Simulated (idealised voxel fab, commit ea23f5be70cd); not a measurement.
The name of this process module is voxel transistor to metal.
Square cells of 5 nm make up the cross-section cut, whose width is 140 nm.
A cross-section is written here as square cells arranged in a grid, and it is given in bands from the top down, each band taking up one or more rows of cells.
Heights first: top, then bottom, in nm. Then materials, left to right, each with a width in nm. "all across" on a single material: fills the band edge to edge. "blank": empty space.
We count height from 0. Below that, the starting wafer is all one material. The lowest band never ends at the bottom but goes on down; see "0 -> down" for how that is written.
Graded width ("30..40"): value in top row of band = first number; value in bottom row = second number; row-to-row change constant.
The designation "left unchanged", where it is given for a processing step, indicates that no cell of the cross-section was altered in the course of that step.
For the entry "Closed-off voids", the listed items are empty spaces with no open way to the top whose size is 8 cells or more; each item follows the pattern width x height at distance, where distance is from the left edge and all three are in nm.
Whatever follows a step's settings on its line is a remark the simulator itself makes about that step.
overlay nm: where the mask lay relative to plan, measured to the right, on steps with a mask; negatives go left.

List of planned process steps
1) RECEIVE,material Si
2) CONFORMAL_DEP,material SiO2,thk nm 5
3) CONFORMAL_DEP,material SiN,thk nm 10
4) MASKED_ETCH,tone cover,mask id ACTIVE,width nm 95,etch materials SiN,depth nm 10,overlay nm 0
5) MASKED_ETCH,tone cover,mask id ACTIVE,width nm 95,etch materials SiO2,depth nm 5,overlay nm 0
6) MASKED_ETCH,tone cover,mask id ACTIVE,width nm 95,etch materials Si,depth nm 35,overlay nm 0
7) FILL_DEP,material SiO2,thk nm 10
8) CMP,height nm 15
9) SELECTIVE_ETCH,etch materials SiO2,depth nm 5
10) STRIP,etch materials SiN
11) SELECTIVE_ETCH,etch materials SiO2,depth nm 5
12) OXIDIZE,depth nm 5
13) DIRECTIONAL_DEP,material polySi,thk nm 25
14) DIRECTIONAL_DEP,material SiCN,thk nm 15
15) DIRECTIONAL_DEP,material aC,thk nm 10
16) PATTERN,tone cover,mask id GATE,material resist,width nm 15,thk nm 25,overlay nm 0
17) DIRECTIONAL_ETCH,etch materials aC,depth nm 10
18) STRIP,etch materials resist
19) DIRECTIONAL_ETCH,etch materials SiCN,depth nm 25
20) DIRECTIONAL_ETCH,etch materials polySi,depth nm 35
21) STRIP,etch materials aC
22) CONFORMAL_DEP,material SiO2,thk nm 5
23) DIRECTIONAL_ETCH,etch materials SiO2,depth nm 5
24) CONFORMAL_DEP,material SiN,thk nm 5
25) DIRECTIONAL_ETCH,etch materials SiN,depth nm 5
26) DIRECTIONAL_ETCH,etch materials SiO2,depth nm 5
27) DIRECTIONAL_ETCH,etch materials Si,depth nm 15
28) EPI,material nSi,thk nm 20
29) FILL_DEP,material SiO2,thk nm 5
30) CMP,height nm 40
31) DIRECTIONAL_DEP,material SiO2,thk nm 10
32) MASKED_ETCH,tone open,mask id CONTACT,width nm 30,pitch nm 55,etch materials SiO2,depth nm 35,overlay nm 0
33) CONFORMAL_DEP,material TiN,thk nm 5
34) FILL_DEP,material W,thk nm 10
35) CMP,height nm 50
36) DIRECTIONAL_DEP,material TiN,thk nm 5
37) DIRECTIONAL_DEP,material Ru,thk nm 20
38) DIRECTIONAL_DEP,material aC,thk nm 15
39) PATTERN,tone cover,mask id METAL_1,material resist,width nm 20,pitch nm 65,thk nm 30,overlay nm 0
40) DIRECTIONAL_ETCH,etch materials aC,depth nm 15
41) STRIP,etch materials resist
42) DIRECTIONAL_ETCH,etch materials Ru,depth nm 20
43) DIRECTIONAL_ETCH,etch materials TiN,depth nm 5
44) STRIP,etch materials aC
45) CONFORMAL_DEP,material SiCN,thk nm 5
46) FILL_DEP,material SiO2,thk nm 10
47) CMP,height nm 75
48) CONFORMAL_DEP,material SiN,thk nm 5

Cross-section: wafer on arrival = after step 1
	0 -> down  Si all across
	Closed-off voids: none

Post-module cross-section: identical start and plan to those above, one misstep in execution
	80 -> 75  SiN all across
	75 -> 55  20 nm SiO2  5 nm SiCN  20 nm Ru  5 nm SiCN  35 nm SiO2  5 nm SiCN  20 nm Ru  5 nm SiCN  25 nm SiO2
	55 -> 50  25 nm SiCN  20 nm TiN  45 nm SiCN  20 nm TiN  30 nm SiCN
	50 -> 40  25 nm SiO2  5 nm TiN  20..15 nm W  5..10 nm TiN  25 nm SiO2  5..10 nm TiN  20..15 nm W  5 nm TiN  30 nm SiO2
	40 -> 25  25 nm SiO2  5 nm TiN  15 nm W  5 nm TiN  5 nm SiN  5 nm SiO2  15 nm SiCN  5 nm SiO2  5 nm SiN  5 nm TiN  15 nm W  5 nm TiN  30 nm SiO2
	25 -> 20  25 nm SiO2  5 nm TiN  15 nm W  5 nm TiN  5 nm SiN  5 nm SiO2  15 nm polySi  5 nm SiO2  5 nm SiN  5 nm TiN  15 nm W  5 nm TiN  30 nm SiO2
	20 -> 15  25 nm SiO2  25 nm TiN  5 nm SiN  5 nm SiO2  15 nm polySi  5 nm SiO2  5 nm SiN  25 nm TiN  30 nm SiO2
	15 -> 5  25 nm SiO2  25 nm nSi  5 nm SiN  5 nm SiO2  15 nm polySi  5 nm SiO2  5 nm SiN  45 nm nSi  10 nm SiO2
	5 -> 0  25 nm SiO2  5 nm nSi  5 nm SiN  15 nm nSi  5 nm SiN  5 nm SiO2  15 nm polySi  5 nm SiO2  5 nm SiN  35 nm nSi  5 nm SiN  5 nm nSi  10 nm SiO2
	0 -> -5  35 nm SiO2  15 nm nSi  35 nm SiO2  35 nm nSi  20 nm SiO2
	-5 -> -20  20 nm SiO2  15 nm Si  15 nm nSi  35 nm Si  35 nm nSi  5 nm Si  15 nm SiO2
	-20 -> -35  20 nm SiO2  105 nm Si  15 nm SiO2
	-35 -> down  Si all across
	Closed-off voids: none
Where did the run depart from the plan? so step 4 ended up running with a different setting than we planned, it ran as MASKED_ETCH,tone cover,mask id ACTIVE,width nm 95,etch materials SiN,depth nm 10,overlay nm 10
